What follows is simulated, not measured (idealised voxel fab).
The name of this process module is voxel self aligned contacts.
Square cells of 5 nm make up the cross-section cut, whose width is 245 nm.
In this document a cross-section is written as a grid of square cells. It is given as a series of bands, listed from the top down, and a band is one or more rows of cells. It is stipulated that each band's entry specify, in nanometres, the height of the top of the band and then that of its bottom, followed by the materials of the band in left-to-right sequence, each together with its width in nanometres. A single material marked by the word "throughout" is understood to fill the band from edge to edge; the word "air" is understood to denote empty space. The level at which height equals 0 is the one under which the wafer, as it arrives, is entirely one material. No lower edge exists for the bottom band, which continues downward and is notated as in "0..down". Width: "30->40" (first number = top row, second number = bottom row, same change from row to row of cells). Key: "everything unchanged" - step with no changed cell in the cross-section. For the entry "Enclosed internal voids", the listed items are empty spaces with no open way to the top whose size is 8 cells or more; each item follows the pattern width x height at distance, where distance is from the left edge and all three are in nm. If you see something after the settings on a step's line, that's the simulator's own remark about that step. You can add "overlay nm" to a step's line. For a step with a mask, it describes how far the mask lay to the right of its planned position, and a negative number describes a lay to the left.

[Here's what the planned process steps look like]
1: RECEIVE, material Si
2: OXIDIZE, depth nm 5
3: DIRECTIONAL_DEP, material polySi, thk nm 30
4: DIRECTIONAL_DEP, material SiN, thk nm 25
5: DIRECTIONAL_DEP, material aC, thk nm 10
6: PATTERN, tone cover, mask id GATE, material resist, width nm 25, pitch nm 65, thk nm 25, overlay nm 0
7: DIRECTIONAL_ETCH, etch materials aC, depth nm 10
8: STRIP, etch materials resist
9: DIRECTIONAL_ETCH, etch materials SiN, depth nm 25
10: DIRECTIONAL_ETCH, etch materials polySi, depth nm 30
11: STRIP, etch materials aC
12: CONFORMAL_DEP, material SiN, thk nm 10
13: DIRECTIONAL_ETCH, etch materials SiN, depth nm 10
14: FILL_DEP, material SiO2, thk nm 20
15: CMP, height nm 65
16: PATTERN, tone open, mask id CONTACT, material resist, width nm 50, thk nm 15, overlay nm 0
17: DIRECTIONAL_ETCH, etch materials SiO2, depth nm 70
18: STRIP, etch materials resist
19: CONFORMAL_DEP, material TiN, thk nm 5
20: FILL_DEP, material W, thk nm 5
21: CMP, height nm 65
22: CONFORMAL_DEP, material SiN, thk nm 5

[Received-state cross-section, reflecting completion of step 1]
	0..down: Si throughout
	Enclosed internal voids: none

[Starting structure and process plan are as shown above, but one mistake was made in running the module; the wafer cross-section at the end of the module follows]
	70..65: SiN throughout
	65..55: SiO2 100  TiN 5->15  W 40->10  TiN 5->25  SiO2 95
	55..30: SiO2 65  SiN 45  TiN 5  W 10  TiN 5  SiN 45  SiO2 70
	30..0: SiO2 65  SiN 10  polySi 25  SiN 10  TiN 5  W 10  TiN 5  SiN 10  polySi 25  SiN 10  SiO2 70
	0..-5: SiO2 110  TiN 20  SiO2 115
	-5..down: Si throughout
	Enclosed internal voids: none
Error vs. plan: step 16 deviated from plan and actually ran as PATTERN, tone open, mask id CONTACT, material resist, width nm 50, thk nm 15, overlay nm 5
